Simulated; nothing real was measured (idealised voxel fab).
Process module under the name voxel gate over fins
The cross-section on display is named cut; it measures 275 nm wide, and its cells are 5 nm squares.
How to read a cross-section here: the picture is a grid of square cells, written as bands going from the top down, and any band can span one or more rows of cells. Top height, bottom height, nm. Materials left to right, width each, nm. Single material + "edge to edge" = fills band edge to edge. "air" = empty. Convention: height 0 is the level below which the wafer, as received, is all one material. The lowest band does not terminate at the bottom but continues downward, represented as "0 and below". Width spec "30->40" -> top row of cells at first value, bottom row at second value, equal per-row change in between. Basically "no modifications" means that step didn't change any cell in the cross-section. Closed-off voids of 8+ cells (no open route to the top) go in "Internal closed voids", written width x height at distance from the left edge, in nm. It should be noted that, on the line of a given step, the content following the step's settings is a remark produced by the simulator itself with respect to that step. The optional step-line setting "overlay nm" applies to steps with a mask and quantifies how far to the right of its planned location the mask lay, a negative value indicating leftward placement.
[List of planned process steps]
- 1: RECEIVE, material Si
- 2: CONFORMAL_DEP, material SiN, thk nm 10
- 3: MASKED_ETCH, tone cover, mask id FINS, width nm 15, pitch nm 55, etch materials SiN, depth nm 10, overlay nm 0
- 4: MASKED_ETCH, tone cover, mask id FINS, width nm 15, pitch nm 55, etch materials Si, depth nm 35, overlay nm 0
- 5: FILL_DEP, material SiO2, thk nm 10
- 6: CMP, height nm 10
- 7: PATTERN, tone open, mask id RAIL, material resist, width nm 15, thk nm 15, overlay nm 0
- 8: DIRECTIONAL_ETCH, etch materials SiO2, depth nm 40
- 9: STRIP, etch materials resist
- 10: CONFORMAL_DEP, material TiN, thk nm 5
- 11: FILL_DEP, material W, thk nm 10
- 12: CMP, height nm 10
- 13: SELECTIVE_ETCH, etch materials W Ru TiN, depth nm 30
- 14: FILL_DEP, material SiO2, thk nm 5
- 15: CMP, height nm 10
- 16: SELECTIVE_ETCH, etch materials SiO2, depth nm 25
- 17: STRIP, etch materials SiN
- 18: CONFORMAL_DEP, material HfO2, thk nm 5
- 19: CONFORMAL_DEP, material TiN, thk nm 5
- 20: CONFORMAL_DEP, material TiAl, thk nm 5
- 21: CONFORMAL_DEP, material TiN, thk nm 5
- 22: FILL_DEP, material W, thk nm 10
- 23: CMP, height nm 25
- 24: CONFORMAL_DEP, material SiN, thk nm 10
[Received-state cross-section, reflecting completion of step 1]
  0 and below = Si edge to edge
  Internal closed voids: none
[This is how the wafer looks in cross-section once the module is done, given the starting state and plan above and one mistake in carrying the plan out]
  35 down to 25 = SiN edge to edge
  25 down to 20 = W edge to edge
  20 down to 15 = W 80 / TiN 110 / W 85
  15 down to 10 = W 80 / TiN 5 / TiAl 45 / TiN 10 / TiAl 45 / TiN 5 / W 85
  10 down to 5 = W 80 / TiN 5 / TiAl 5 / TiN 35 / TiAl 5 / TiN 10 / TiAl 5 / TiN 35 / TiAl 5 / TiN 5 / W 85
  5 down to 0 = TiN 85 / TiAl 5 / TiN 5 / HfO2 25 / TiN 5 / TiAl 5 / TiN 10 / TiAl 5 / TiN 5 / HfO2 25 / TiN 5 / TiAl 5 / TiN 90
  0 down to -5 = TiAl 90 / TiN 5 / HfO2 5 / Si 15 / HfO2 5 / TiN 5 / TiAl 20 / TiN 5 / HfO2 5 / Si 15 / HfO2 5 / TiN 5 / TiAl 95
  -5 down to -10 = TiN 95 / HfO2 5 / Si 15 / HfO2 5 / TiN 30 / HfO2 5 / Si 15 / HfO2 5 / TiN 100
  -10 down to -15 = HfO2 100 / Si 15 / HfO2 40 / Si 15 / HfO2 105
  -15 down to -20 = SiO2 100 / Si 15 / SiO2 40 / Si 15 / SiO2 105
  -20 down to -25 = SiO2 100 / Si 15 / SiO2 10 / TiN 5 / W 5 / TiN 5 / SiO2 15 / Si 15 / SiO2 105
  -25 down to -30 = SiO2 100 / Si 15 / SiO2 10 / TiN 15 / SiO2 15 / Si 15 / SiO2 105
  -30 down to -40 = SiO2 100 / Si 15 / SiO2 40 / Si 15 / SiO2 105
  -40 and below = Si edge to edge
  Internal closed voids: none
Which mistake was made when the wafer was run? so step 4 ended up running with a different setting than we planned, it ran as MASKED_ETCH, tone cover, mask id FINS, width nm 15, pitch nm 55, etch materials Si, depth nm 40, overlay nm 0
